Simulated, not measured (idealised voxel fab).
Process module name: voxel capacitor over wiring
Displayed cross-section: cut, width of 225 nm, square cells sized 5 nm.
The cross-sections in this document take the form of a grid made of square cells. They are written out as bands, in order from top to bottom. Each band consists of one or more rows of cells. Band: top height; bottom height; in nm. Then, left to right: material with width in nm, for each material. "edge to edge": a single material spanning edge to edge. "blank": empty space. Below 0: as-received wafer, all one material; heights counted from there. Lowest band: no bottom, goes on down, written "from 0 down". Top row gets the first number, bottom row gets the second, and each row in between changes by the same step: that is how a band width like "30->40" works. Any step labelled "stayed the same" changed none of the cells in the cross-section. The label "Closed void list" introduces a list of the empty spaces, 8 cells or larger, that have no open way up to the top; each entry in it reads width x height at distance, where the distance is taken from the left edge and all three are stated in nm. The remark found on a step's line after its settings is issued by the simulator itself and pertains to that step. For masked steps, "overlay nm" on the step line gives how far right of plan the mask actually lay; a minus sign means it lay to the left.
Steps planned for the process:
- 1: RECEIVE [material Si]
- 2: CONFORMAL_DEP [material SiO2] [thk nm 15]
- 3: DIRECTIONAL_DEP [material TiN] [thk nm 5]
- 4: DIRECTIONAL_DEP [material W] [thk nm 15]
- 5: DIRECTIONAL_DEP [material aC] [thk nm 10]
- 6: PATTERN [tone cover] [mask id METAL_1] [material resist] [width nm 30] [pitch nm 95] [thk nm 30] [overlay nm 0]
- 7: DIRECTIONAL_ETCH [etch materials aC] [depth nm 10]
- 8: STRIP [etch materials resist]
- 9: DIRECTIONAL_ETCH [etch materials W] [depth nm 15]
- 10: DIRECTIONAL_ETCH [etch materials TiN] [depth nm 5]
- 11: STRIP [etch materials aC]
- 12: CONFORMAL_DEP [material SiN] [thk nm 5]
- 13: FILL_DEP [material lowk] [thk nm 10]
- 14: CMP [height nm 35]
- 15: CONFORMAL_DEP [material SiCN] [thk nm 5]
- 16: DIRECTIONAL_DEP [material SiO2] [thk nm 20]
- 17: PATTERN [tone open] [mask id PLUG_1] [material resist] [width nm 15] [thk nm 20] [overlay nm 0]
- 18: DIRECTIONAL_ETCH [etch materials SiO2] [depth nm 20]
- 19: DIRECTIONAL_ETCH [etch materials SiCN] [depth nm 5]
- 20: STRIP [etch materials resist]
- 21: EPI [material Ru] [thk nm 10]
- 22: EPI [material Ru] [thk nm 10]
- 23: EPI [material Ru] [thk nm 5]
- 24: DIRECTIONAL_DEP [material TiN] [thk nm 5]
- 25: DIRECTIONAL_DEP [material Al2O3] [thk nm 5]
- 26: DIRECTIONAL_DEP [material TiN] [thk nm 10]
- 27: PATTERN [tone cover] [mask id UPPER_PLATE] [material resist] [width nm 70] [thk nm 20] [overlay nm 0]
- 28: DIRECTIONAL_ETCH [etch materials TiN] [depth nm 10]
- 29: DIRECTIONAL_ETCH [etch materials Al2O3] [depth nm 5]
- 30: STRIP [etch materials resist]
- 31: PATTERN [tone cover] [mask id LOWER_PLATE] [material resist] [width nm 80] [thk nm 15] [overlay nm 0]
- 32: DIRECTIONAL_ETCH [etch materials TiN] [depth nm 5]
- 33: STRIP [etch materials resist]
- 34: FILL_DEP [material SiO2] [thk nm 20]
- 35: CMP [height nm 95]
- 36: MASKED_ETCH [tone open] [mask id PLUG_2] [width nm 15] [etch materials SiO2] [depth nm 15] [overlay nm 0]
- 37: CONFORMAL_DEP [material TiN] [thk nm 5]
- 38: FILL_DEP [material W] [thk nm 10]
- 39: CMP [height nm 95]
- 40: CONFORMAL_DEP [material SiCN] [thk nm 5]
Below: the first of two wafers, run as planned:
The cross-section here shows the wafer as received, i.e. in its state after step 1:
  from 0 down  Si edge to edge
  Closed void list: none
State of the wafer after step 2, shown in cross-section:
  from 15 to 0  SiO2 edge to edge
  Heights below 0 show no change.
State of the wafer after step 3, shown in cross-section:
  from 20 to 15  TiN edge to edge
  Heights below 15 show no change.
State of the wafer after step 4, shown in cross-section:
  from 35 to 20  W edge to edge
  Heights below 20 show no change.
State of the wafer after step 5, shown in cross-section:
  from 45 to 35  aC edge to edge
  Heights below 35 show no change.
State of the wafer after step 6, shown in cross-section:
  from 75 to 45  50 nm blank  30 nm resist  65 nm blank  30 nm resist  50 nm blank
  Heights below 45 show no change.
State of the wafer after step 7, shown in cross-section:
  from 65 to 45  50 nm blank  30 nm resist  65 nm blank  30 nm resist  50 nm blank
  from 45 to 35  50 nm blank  30 nm aC  65 nm blank  30 nm aC  50 nm blank
  Heights below 35 show no change.
State of the wafer after step 8, shown in cross-section:
  from 45 to 35  50 nm blank  30 nm aC  65 nm blank  30 nm aC  50 nm blank
  Heights below 35 show no change.
State of the wafer after step 9, shown in cross-section:
  from 45 to 35  50 nm blank  30 nm aC  65 nm blank  30 nm aC  50 nm blank
  from 35 to 20  50 nm blank  30 nm W  65 nm blank  30 nm W  50 nm blank
  Heights below 20 show no change.
State of the wafer after step 10, shown in cross-section:
  from 45 to 35  50 nm blank  30 nm aC  65 nm blank  30 nm aC  50 nm blank
  from 35 to 20  50 nm blank  30 nm W  65 nm blank  30 nm W  50 nm blank
  from 20 to 15  50 nm blank  30 nm TiN  65 nm blank  30 nm TiN  50 nm blank
  Heights below 15 show no change.
State of the wafer after step 11, shown in cross-section:
  from 35 to 20  50 nm blank  30 nm W  65 nm blank  30 nm W  50 nm blank
  Heights below 20 show no change.
State of the wafer after step 12, shown in cross-section:
  from 40 to 35  45 nm blank  40 nm SiN  55 nm blank  40 nm SiN  45 nm blank
  from 35 to 20  45 nm blank  5 nm SiN  30 nm W  5 nm SiN  55 nm blank  5 nm SiN  30 nm W  5 nm SiN  45 nm blank
  from 20 to 15  50 nm SiN  30 nm TiN  65 nm SiN  30 nm TiN  50 nm SiN
  Heights below 15 show no change.
State of the wafer after step 13, shown in cross-section:
  from 50 to 40  lowk edge to edge
  from 40 to 35  45 nm lowk  40 nm SiN  55 nm lowk  40 nm SiN  45 nm lowk
  from 35 to 20  45 nm lowk  5 nm SiN  30 nm W  5 nm SiN  55 nm lowk  5 nm SiN  30 nm W  5 nm SiN  45 nm lowk
  Heights below 20 show no change.
State of the wafer after step 14, shown in cross-section:
  from 35 to 20  45 nm lowk  5 nm SiN  30 nm W  5 nm SiN  55 nm lowk  5 nm SiN  30 nm W  5 nm SiN  45 nm lowk
  Heights below 20 show no change.
State of the wafer after step 15, shown in cross-section:
  from 40 to 35  SiCN edge to edge
  Heights below 35 show no change.
State of the wafer after step 16, shown in cross-section:
  from 60 to 40  SiO2 edge to edge
  Heights below 40 show no change.
State of the wafer after step 17, shown in cross-section:
  from 80 to 60  65 nm resist  15 nm blank  145 nm resist
  Heights below 60 show no change.
State of the wafer after step 18, shown in cross-section:
  from 80 to 60  65 nm resist  15 nm blank  145 nm resist
  from 60 to 40  65 nm SiO2  15 nm blank  145 nm SiO2
  Heights below 40 show no change.
State of the wafer after step 19, shown in cross-section:
  from 80 to 60  65 nm resist  15 nm blank  145 nm resist
  from 60 to 40  65 nm SiO2  15 nm blank  145 nm SiO2
  from 40 to 35  65 nm SiCN  15 nm blank  145 nm SiCN
  Heights below 35 show no change.
State of the wafer after step 20, shown in cross-section:
  from 60 to 40  65 nm SiO2  15 nm blank  145 nm SiO2
  Heights below 40 show no change.
State of the wafer after step 21, shown in cross-section:
  from 60 to 45  65 nm SiO2  15 nm blank  145 nm SiO2
  from 45 to 40  65 nm SiO2  15 nm Ru  145 nm SiO2
  from 40 to 35  65 nm SiCN  15 nm Ru  145 nm SiCN
  Heights below 35 show no change.
State of the wafer after step 22, shown in cross-section:
  from 60 to 55  65 nm SiO2  15 nm blank  145 nm SiO2
  from 55 to 40  65 nm SiO2  15 nm Ru  145 nm SiO2
  Heights below 40 show no change.
State of the wafer after step 23, shown in cross-section:
  from 60 to 40  65 nm SiO2  15 nm Ru  145 nm SiO2
  Heights below 40 show no change.
State of the wafer after step 24, shown in cross-section:
  from 65 to 60  TiN edge to edge
  Heights below 60 show no change.
State of the wafer after step 25, shown in cross-section:
  from 70 to 65  Al2O3 edge to edge
  Heights below 65 show no change.
State of the wafer after step 26, shown in cross-section:
  from 80 to 70  TiN edge to edge
  Heights below 70 show no change.
State of the wafer after step 27, shown in cross-section:
  from 100 to 80  65 nm blank  70 nm resist  90 nm blank
  Heights below 80 show no change.
State of the wafer after step 28, shown in cross-section:
  from 100 to 80  65 nm blank  70 nm resist  90 nm blank
  from 80 to 70  65 nm blank  70 nm TiN  90 nm blank
  Heights below 70 show no change.
State of the wafer after step 29, shown in cross-section:
  from 100 to 80  65 nm blank  70 nm resist  90 nm blank
  from 80 to 70  65 nm blank  70 nm TiN  90 nm blank
  from 70 to 65  65 nm blank  70 nm Al2O3  90 nm blank
  Heights below 65 show no change.
State of the wafer after step 30, shown in cross-section:
  from 80 to 70  65 nm blank  70 nm TiN  90 nm blank
  Heights below 70 show no change.
State of the wafer after step 31, shown in cross-section:
  from 95 to 80  60 nm blank  80 nm resist  85 nm blank
  from 80 to 70  60 nm blank  5 nm resist  70 nm TiN  5 nm resist  85 nm blank
  from 70 to 65  60 nm blank  5 nm resist  70 nm Al2O3  5 nm resist  85 nm blank
  Heights below 65 show no change.
State of the wafer after step 32, shown in cross-section:
  from 95 to 80  60 nm blank  80 nm resist  85 nm blank
  from 80 to 70  60 nm blank  5 nm resist  70 nm TiN  5 nm resist  85 nm blank
  from 70 to 65  60 nm blank  5 nm resist  70 nm Al2O3  5 nm resist  85 nm blank
  from 65 to 60  60 nm blank  80 nm TiN  85 nm blank
  Heights below 60 show no change.
State of the wafer after step 33, shown in cross-section:
  from 80 to 70  65 nm blank  70 nm TiN  90 nm blank
  from 70 to 65  65 nm blank  70 nm Al2O3  90 nm blank
  Heights below 65 show no change.
State of the wafer after step 34, shown in cross-section:
  from 100 to 80  SiO2 edge to edge
  from 80 to 70  65 nm SiO2  70 nm TiN  90 nm SiO2
  from 70 to 65  65 nm SiO2  70 nm Al2O3  90 nm SiO2
  from 65 to 60  60 nm SiO2  80 nm TiN  85 nm SiO2
  Heights below 60 show no change.
State of the wafer after step 35, shown in cross-section:
  from 95 to 80  SiO2 edge to edge
  Heights below 80 show no change.
State of the wafer after step 36, shown in cross-section:
  from 95 to 80  75 nm SiO2  15 nm blank  135 nm SiO2
  Heights below 80 show no change.
State of the wafer after step 37, shown in cross-section:
  from 100 to 95  80 nm TiN  5 nm blank  140 nm TiN
  from 95 to 85  75 nm SiO2  5 nm TiN  5 nm blank  5 nm TiN  135 nm SiO2
  from 85 to 80  75 nm SiO2  15 nm TiN  135 nm SiO2
  Heights below 80 show no change.
State of the wafer after step 38, shown in cross-section:
  from 110 to 100  W edge to edge
  from 100 to 95  80 nm TiN  5 nm W  140 nm TiN
  from 95 to 85  75 nm SiO2  5 nm TiN  5 nm W  5 nm TiN  135 nm SiO2
  Heights below 85 show no change.
State of the wafer after step 39, shown in cross-section:
  from 95 to 85  75 nm SiO2  5 nm TiN  5 nm W  5 nm TiN  135 nm SiO2
  Heights below 85 show no change.
State of the wafer after step 40, shown in cross-section:
  from 100 to 95  SiCN edge to edge
  Heights below 95 show no change.
Wafer two. Identical start, identical plan. One mistake in execution. Identical history through step 35:
Cross-section of the second wafer when, according to plan, step 36 should have finished:
  from 95 to 80  85 nm SiO2  15 nm blank  125 nm SiO2
  Heights below 80 show no change.
Cross-section of the second wafer when, according to plan, step 37 should have finished:
  from 100 to 95  90 nm TiN  5 nm blank  130 nm TiN
  from 95 to 85  85 nm SiO2  5 nm TiN  5 nm blank  5 nm TiN  125 nm SiO2
  from 85 to 80  85 nm SiO2  15 nm TiN  125 nm SiO2
  Heights below 80 show no change.
Cross-section of the second wafer when, according to plan, step 38 should have finished:
  from 110 to 100  W edge to edge
  from 100 to 95  90 nm TiN  5 nm W  130 nm TiN
  from 95 to 85  85 nm SiO2  5 nm TiN  5 nm W  5 nm TiN  125 nm SiO2
  Heights below 85 show no change.
Cross-section of the second wafer when, according to plan, step 39 should have finished:
  from 95 to 85  85 nm SiO2  5 nm TiN  5 nm W  5 nm TiN  125 nm SiO2
  Heights below 85 show no change.
Cross-section of the second wafer when, according to plan, step 40 should have finished:
  from 100 to 95  SiCN edge to edge
  Heights below 95 show no change.
Diagnosis: it should be noted that step 36 was executed with settings other than those planned, the operation and settings actually applied being MASKED_ETCH [tone open] [mask id PLUG_2] [width nm 15] [etch materials SiO2] [depth nm 15] [overlay nm 10]
In the final comparison it is observed that the number of cells assigned to each material is identical for the two wafers, whereas their placement is not.
